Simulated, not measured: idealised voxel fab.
process module | voxel tone inversion
cross-section cut | 240 nm wide | cells 5 nm
A cross-section is a grid of square cells, given in bands from the top down. A band is one or more rows of cells.
Each band's line starts with the height of the band's top and of its bottom, in nm. Then come its materials from left to right, each with its width in nm. One material with "throughout" fills the band from edge to edge. "air" is empty space.
Height 0 is the level under which the wafer as received is all one material. The lowest band goes on downwards, as in "0 down".
A width such as "30 to 40" changes by the same amount from each row of cells to the next, from the band's top row to its bottom row.
"no change" after a step means that no cell of the cross-section changed.
closed voids: empty space of 8 cells or more with no open way to the top, each as width x height at its distance from the left edge, in nm
after a step's settings: what the simulator itself notes on the step
overlay nm, on a step with a mask: how far to the right of its planned place the mask lay; to the left if negative
plan
1 op RECEIVE | material Si
2 op CONFORMAL_DEP | material SiN | thk nm 5
3 op DIRECTIONAL_DEP | material polySi | thk nm 20
4 op PATTERN | tone cover | mask id POSTS | material resist | width nm 15 | pitch nm 45 | thk nm 25 | overlay nm 0
5 op DIRECTIONAL_ETCH | etch materials polySi | depth nm 20
6 op STRIP | etch materials resist
7 op FILL_DEP | material lowk | thk nm 10
8 op CMP | height nm 25
9 op STRIP | etch materials polySi
10 op CONFORMAL_DEP | material TiN | thk nm 5
11 op FILL_DEP | material Cu | thk nm 10
12 op CMP | height nm 25
13 op CONFORMAL_DEP | material SiCN | thk nm 5
first wafer, as planned
as received, after step 1
  0 down: Si throughout
  closed voids: none
after step 2
  5 to 0: SiN throughout
  below 0: unchanged
after step 3
  25 to 5: polySi throughout
  below 5: unchanged
after step 4
  50 to 25: air 45 | resist 15 | air 30 | resist 15 | air 30 | resist 15 | air 30 | resist 15 | air 45
  below 25: unchanged
after step 5
  50 to 25: air 45 | resist 15 | air 30 | resist 15 | air 30 | resist 15 | air 30 | resist 15 | air 45
  25 to 5: air 45 | polySi 15 | air 30 | polySi 15 | air 30 | polySi 15 | air 30 | polySi 15 | air 45
  below 5: unchanged
after step 6
  25 to 5: air 45 | polySi 15 | air 30 | polySi 15 | air 30 | polySi 15 | air 30 | polySi 15 | air 45
  below 5: unchanged
after step 7
  35 to 25: lowk throughout
  25 to 5: lowk 45 | polySi 15 | lowk 30 | polySi 15 | lowk 30 | polySi 15 | lowk 30 | polySi 15 | lowk 45
  below 5: unchanged
after step 8
  25 to 5: lowk 45 | polySi 15 | lowk 30 | polySi 15 | lowk 30 | polySi 15 | lowk 30 | polySi 15 | lowk 45
  below 5: unchanged
after step 9
  25 to 5: lowk 45 | air 15 | lowk 30 | air 15 | lowk 30 | air 15 | lowk 30 | air 15 | lowk 45
  below 5: unchanged
after step 10
  30 to 25: TiN 50 | air 5 | TiN 40 | air 5 | TiN 40 | air 5 | TiN 40 | air 5 | TiN 50
  25 to 10: lowk 45 | TiN 5 | air 5 | TiN 5 | lowk 30 | TiN 5 | air 5 | TiN 5 | lowk 30 | TiN 5 | air 5 | TiN 5 | lowk 30 | TiN 5 | air 5 | TiN 5 | lowk 45
  10 to 5: lowk 45 | TiN 15 | lowk 30 | TiN 15 | lowk 30 | TiN 15 | lowk 30 | TiN 15 | lowk 45
  below 5: unchanged
after step 11
  40 to 30: Cu throughout
  30 to 25: TiN 50 | Cu 5 | TiN 40 | Cu 5 | TiN 40 | Cu 5 | TiN 40 | Cu 5 | TiN 50
  25 to 10: lowk 45 | TiN 5 | Cu 5 | TiN 5 | lowk 30 | TiN 5 | Cu 5 | TiN 5 | lowk 30 | TiN 5 | Cu 5 | TiN 5 | lowk 30 | TiN 5 | Cu 5 | TiN 5 | lowk 45
  below 10: unchanged
after step 12
  25 to 10: lowk 45 | TiN 5 | Cu 5 | TiN 5 | lowk 30 | TiN 5 | Cu 5 | TiN 5 | lowk 30 | TiN 5 | Cu 5 | TiN 5 | lowk 30 | TiN 5 | Cu 5 | TiN 5 | lowk 45
  below 10: unchanged
after step 13
  30 to 25: SiCN throughout
  below 25: unchanged
second wafer: like start, like plan, one mistake. Through step 3 it matches the first wafer
when step 4 should have ended
  50 to 25: air 55 | resist 15 | air 30 | resist 15 | air 30 | resist 15 | air 30 | resist 15 | air 35
  below 25: unchanged
when step 5 should have ended
  50 to 25: air 55 | resist 15 | air 30 | resist 15 | air 30 | resist 15 | air 30 | resist 15 | air 35
  25 to 5: air 55 | polySi 15 | air 30 | polySi 15 | air 30 | polySi 15 | air 30 | polySi 15 | air 35
  below 5: unchanged
when step 6 should have ended
  25 to 5: air 55 | polySi 15 | air 30 | polySi 15 | air 30 | polySi 15 | air 30 | polySi 15 | air 35
  below 5: unchanged
when step 7 should have ended
  35 to 25: lowk throughout
  25 to 5: lowk 55 | polySi 15 | lowk 30 | polySi 15 | lowk 30 | polySi 15 | lowk 30 | polySi 15 | lowk 35
  below 5: unchanged
when step 8 should have ended
  25 to 5: lowk 55 | polySi 15 | lowk 30 | polySi 15 | lowk 30 | polySi 15 | lowk 30 | polySi 15 | lowk 35
  below 5: unchanged
when step 9 should have ended
  25 to 5: lowk 55 | air 15 | lowk 30 | air 15 | lowk 30 | air 15 | lowk 30 | air 15 | lowk 35
  below 5: unchanged
when step 10 should have ended
  30 to 25: TiN 60 | air 5 | TiN 40 | air 5 | TiN 40 | air 5 | TiN 40 | air 5 | TiN 40
  25 to 10: lowk 55 | TiN 5 | air 5 | TiN 5 | lowk 30 | TiN 5 | air 5 | TiN 5 | lowk 30 | TiN 5 | air 5 | TiN 5 | lowk 30 | TiN 5 | air 5 | TiN 5 | lowk 35
  10 to 5: lowk 55 | TiN 15 | lowk 30 | TiN 15 | lowk 30 | TiN 15 | lowk 30 | TiN 15 | lowk 35
  below 5: unchanged
when step 11 should have ended
  40 to 30: Cu throughout
  30 to 25: TiN 60 | Cu 5 | TiN 40 | Cu 5 | TiN 40 | Cu 5 | TiN 40 | Cu 5 | TiN 40
  25 to 10: lowk 55 | TiN 5 | Cu 5 | TiN 5 | lowk 30 | TiN 5 | Cu 5 | TiN 5 | lowk 30 | TiN 5 | Cu 5 | TiN 5 | lowk 30 | TiN 5 | Cu 5 | TiN 5 | lowk 35
  below 10: unchanged
when step 12 should have ended
  25 to 10: lowk 55 | TiN 5 | Cu 5 | TiN 5 | lowk 30 | TiN 5 | Cu 5 | TiN 5 | lowk 30 | TiN 5 | Cu 5 | TiN 5 | lowk 30 | TiN 5 | Cu 5 | TiN 5 | lowk 35
  below 10: unchanged
when step 13 should have ended
  30 to 25: SiCN throughout
  below 25: unchanged
what went wrong: step 4 ran as: op PATTERN | tone cover | mask id POSTS | material resist | width nm 15 | pitch nm 45 | thk nm 25 | overlay nm 10
at the end the second wafer has, in cells: as many of each material as the first, in other places
